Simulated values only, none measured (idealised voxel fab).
process module | voxel ribs on slabs
cross-section cut | 185 nm wide | cells 5 nm
A cross-section is a grid of square cells, given in bands from the top down. A band is one or more rows of cells.
Each band's line starts with the height of the band's top and of its bottom, in nm. Then come its materials from left to right, each with its width in nm. One material with "throughout" fills the band from edge to edge. "air" is empty space.
Height 0 is the level under which the wafer as received is all one material. The lowest band goes on downwards, as in "0 down".
A width such as "30 to 40" changes by the same amount from each row of cells to the next, from the band's top row to its bottom row.
"no change" after a step means that no cell of the cross-section changed.
closed voids: empty space of 8 cells or more with no open way to the top, each as width x height at its distance from the left edge, in nm
after a step's settings: what the simulator itself notes on the step
overlay nm, on a step with a mask: how far to the right of its planned place the mask lay; to the left if negative
plan
1 op RECEIVE | material Si
2 op DIRECTIONAL_DEP | material SiO2 | thk nm 30
3 op DIRECTIONAL_DEP | material SiN | thk nm 20
4 op MASKED_ETCH | tone cover | mask id RIB | width nm 25 | etch materials SiN | depth nm 15 | overlay nm 0
5 op MASKED_ETCH | tone cover | mask id SLAB | width nm 75 | etch materials SiN | depth nm 5 | overlay nm 0
6 op FILL_DEP | material SiO2 | thk nm 25
7 op CMP | height nm 70
8 op DIRECTIONAL_DEP | material TiN | thk nm 5
9 op PATTERN | tone cover | mask id HEATER | material resist | width nm 35 | thk nm 20 | overlay nm 0
10 op DIRECTIONAL_ETCH | etch materials TiN | depth nm 5
11 op STRIP | etch materials resist
12 op CONFORMAL_DEP | material SiN | thk nm 5
as received, after step 1
  0 down: Si throughout
  closed voids: none
a wafer at the end: this start, this plan, one mistake
  80 to 75: air 70 | SiN 45 | air 70
  75 to 70: SiN 75 | TiN 35 | SiN 75
  70 to 60: SiO2 80 to 55 | SiN 25 to 75 | SiO2 80 to 55
  60 to 0: SiO2 throughout
  0 down: Si throughout
  closed voids: none
what went wrong: step 2 was run twice
